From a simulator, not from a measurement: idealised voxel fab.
The document below concerns the process module designated voxel spacer lines.
The width of the displayed cross-section, cut, is 230 nm; its cells are square, with a size of 5 nm.
Cross-section = grid of square cells, listed top down in bands; band = one or more rows.
Within each band entry, the heights of the top and of the bottom of the band appear first, in that order and in nm; the materials of the band then follow from left to right, each with its corresponding width in nm. The designation "throughout" on a single material indicates that it fills the band from edge to edge; the designation "blank" indicates empty space.
Heights are expressed relative to 0, this being the level below which the as-received wafer comprises one material exclusively. The lowest band is unbounded in the downward direction and is denoted as in "0 down".
The width entry "30->40" should be interpreted row by row: the top row of cells in the band takes the first number, the bottom row takes the second number, and the change between adjacent rows is uniform throughout.
Given "nothing was modified" for a step, no cell of the cross-section differs between before and after that step.
Entry "Closed cavity list" = empty spaces >= 8 cells with no open way to the top; each as width x height at distance, distance from left edge, all nm.
The remark found on a step's line after its settings is issued by the simulator itself and pertains to that step.
overlay nm: right-of-plan distance of the mask on a masked step; negative values mean left-of-plan.
Intended process steps:
| 1 | RECEIVE with material Si |
| 2 | CONFORMAL_DEP with material Al2O3, thk nm 5 |
| 3 | DIRECTIONAL_DEP with material SiN, thk nm 15 |
| 4 | DIRECTIONAL_DEP with material aC, thk nm 25 |
| 5 | PATTERN with tone cover, mask id MANDREL, material resist, width nm 25, pitch nm 80, thk nm 30, overlay nm 0 |
| 6 | DIRECTIONAL_ETCH with etch materials aC, depth nm 25 |
| 7 | STRIP with etch materials resist |
| 8 | CONFORMAL_DEP with material SiO2, thk nm 15 |
| 9 | DIRECTIONAL_ETCH with etch materials SiO2, depth nm 15 |
| 10 | STRIP with etch materials aC |
| 11 | DIRECTIONAL_ETCH with etch materials SiN, depth nm 15 |
| 12 | STRIP with etch materials SiO2 |
Incoming wafer in cross-section (state: after step 1):
- 0 down  Si throughout
- Closed cavity list: none
Below is the wafer in cross-section after the module was completed. It began from the starting point shown above and followed the plan shown above, except that one mistake was made while running it:
- 25 to 10  45 of blank  15 of SiN  25 of blank  15 of SiN  25 of blank  15 of SiN  25 of blank  15 of SiN  50 of blank
- 10 to 5  SiN throughout
- 5 to 0  Al2O3 throughout
- 0 down  Si throughout
- Closed cavity list: none
What went wrong in running the wafer? step 3 did not use the planned setting and instead ran as DIRECTIONAL_DEP with material SiN, thk nm 20
